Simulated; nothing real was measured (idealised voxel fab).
The following process module bears the name voxel double patterning.
Cross-sectional view cut (width: 265 nm; square cell size: 5 nm).
Reading order for cross-sections: top band down to bottom band. Underlying form: a grid of square cells. Band size: one or more rows of cells.
Top, bottom (nm), then materials left to right with widths (nm); lone material tagged "edge to edge" fills the whole band edge to edge; "blank" = empty space.
Convention: height 0 is the level below which the wafer, as received, is all one material. The lowest band does not terminate at the bottom but continues downward, represented as "z 0 and below".
Think of "30->40" as a width that walks from the first number to the second as you go down the band, top row to bottom row, taking equal-sized steps from row to row.
Step marked "nothing got changed"? Then no cell in the cross-section changed in it.
In "Trapped void list" the enclosed voids are listed, meaning empty spaces of 8 cells or larger without any opening to the top. The form is width x height at distance, distance from the left edge, units nm.
The remark found on a step's line after its settings is issued by the simulator itself and pertains to that step.
The optional step-line setting "overlay nm" applies to steps with a mask and quantifies how far to the right of its planned location the mask lay, a negative value indicating leftward placement.
[The process steps that were planned are listed below]
1: RECEIVE with material Si
2: CONFORMAL_DEP with material SiO2, thk nm 10
3: DIRECTIONAL_DEP with material W, thk nm 20
4: DIRECTIONAL_DEP with material SiCN, thk nm 10
5: DIRECTIONAL_DEP with material aC, thk nm 10
6: PATTERN with tone open, mask id FIRST, material resist, width nm 15, pitch nm 50, thk nm 30, overlay nm 0
7: DIRECTIONAL_ETCH with etch materials aC, depth nm 10
8: STRIP with etch materials resist
9: DIRECTIONAL_ETCH with etch materials SiCN, depth nm 10
10: STRIP with etch materials aC
11: MASKED_ETCH with tone open, mask id SECOND, width nm 15, etch materials SiCN, depth nm 10, overlay nm 0
12: DIRECTIONAL_ETCH with etch materials W, depth nm 20
13: STRIP with etch materials SiCN
[Of two wafers, the first: run according to plan]
[Cross-section, incoming material, after step 1]
    z 0 and below  Si edge to edge
    Trapped void list: none
[Wafer section view after processing step 2]
    z 10 to 0  SiO2 edge to edge
    All layers under 0 are left as they were.
[Wafer section view after processing step 3]
    z 30 to 10  W edge to edge
    All layers under 10 are left as they were.
[Wafer section view after processing step 4]
    z 40 to 30  SiCN edge to edge
    All layers under 30 are left as they were.
[Wafer section view after processing step 5]
    z 50 to 40  aC edge to edge
    All layers under 40 are left as they were.
[Wafer section view after processing step 6]
    z 80 to 50  resist: 100  blank: 15  resist: 35  blank: 15  resist: 100
    All layers under 50 are left as they were.
[Wafer section view after processing step 7]
    z 70 to 50  resist: 100  blank: 15  resist: 35  blank: 15  resist: 100
    z 50 to 40  aC: 100  blank: 15  aC: 35  blank: 15  aC: 100
    All layers under 40 are left as they were.
[Wafer section view after processing step 8]
    z 50 to 40  aC: 100  blank: 15  aC: 35  blank: 15  aC: 100
    All layers under 40 are left as they were.
[Wafer section view after processing step 9]
    z 50 to 40  aC: 100  blank: 15  aC: 35  blank: 15  aC: 100
    z 40 to 30  SiCN: 100  blank: 15  SiCN: 35  blank: 15  SiCN: 100
    All layers under 30 are left as they were.
[Wafer section view after processing step 10]
    z 40 to 30  SiCN: 100  blank: 15  SiCN: 35  blank: 15  SiCN: 100
    All layers under 30 are left as they were.
[Wafer section view after processing step 11]
    z 40 to 30  SiCN: 100  blank: 15  SiCN: 10  blank: 15  SiCN: 10  blank: 15  SiCN: 100
    All layers under 30 are left as they were.
[Wafer section view after processing step 12]
    z 40 to 30  SiCN: 100  blank: 15  SiCN: 10  blank: 15  SiCN: 10  blank: 15  SiCN: 100
    z 30 to 10  W: 100  blank: 15  W: 10  blank: 15  W: 10  blank: 15  W: 100
    All layers under 10 are left as they were.
[Wafer section view after processing step 13]
    z 30 to 10  W: 100  blank: 15  W: 10  blank: 15  W: 10  blank: 15  W: 100
    All layers under 10 are left as they were.
[second wafer: like start, like plan, one mistake. Through step 10 it matches the first wafer]
[Second wafer profile in section, at the moment step 11 of the plan was meant to be complete]
    z 40 to 30  SiCN: 100  blank: 15  SiCN: 10  blank: 20  SiCN: 5  blank: 15  SiCN: 100
    All layers under 30 are left as they were.
[Second wafer profile in section, at the moment step 12 of the plan was meant to be complete]
    z 40 to 30  SiCN: 100  blank: 15  SiCN: 10  blank: 20  SiCN: 5  blank: 15  SiCN: 100
    z 30 to 10  W: 100  blank: 15  W: 10  blank: 20  W: 5  blank: 15  W: 100
    All layers under 10 are left as they were.
[Second wafer profile in section, at the moment step 13 of the plan was meant to be complete]
    z 30 to 10  W: 100  blank: 15  W: 10  blank: 20  W: 5  blank: 15  W: 100
    All layers under 10 are left as they were.
Want to know what went wrong? rather than as planned, step 11 actually ran as MASKED_ETCH with tone open, mask id SECOND, width nm 20, etch materials SiCN, depth nm 10, overlay nm 0
Once processing is complete, comparing cell counts shows that the second wafer has more or fewer of certain materials than the first: W: 4 fewer
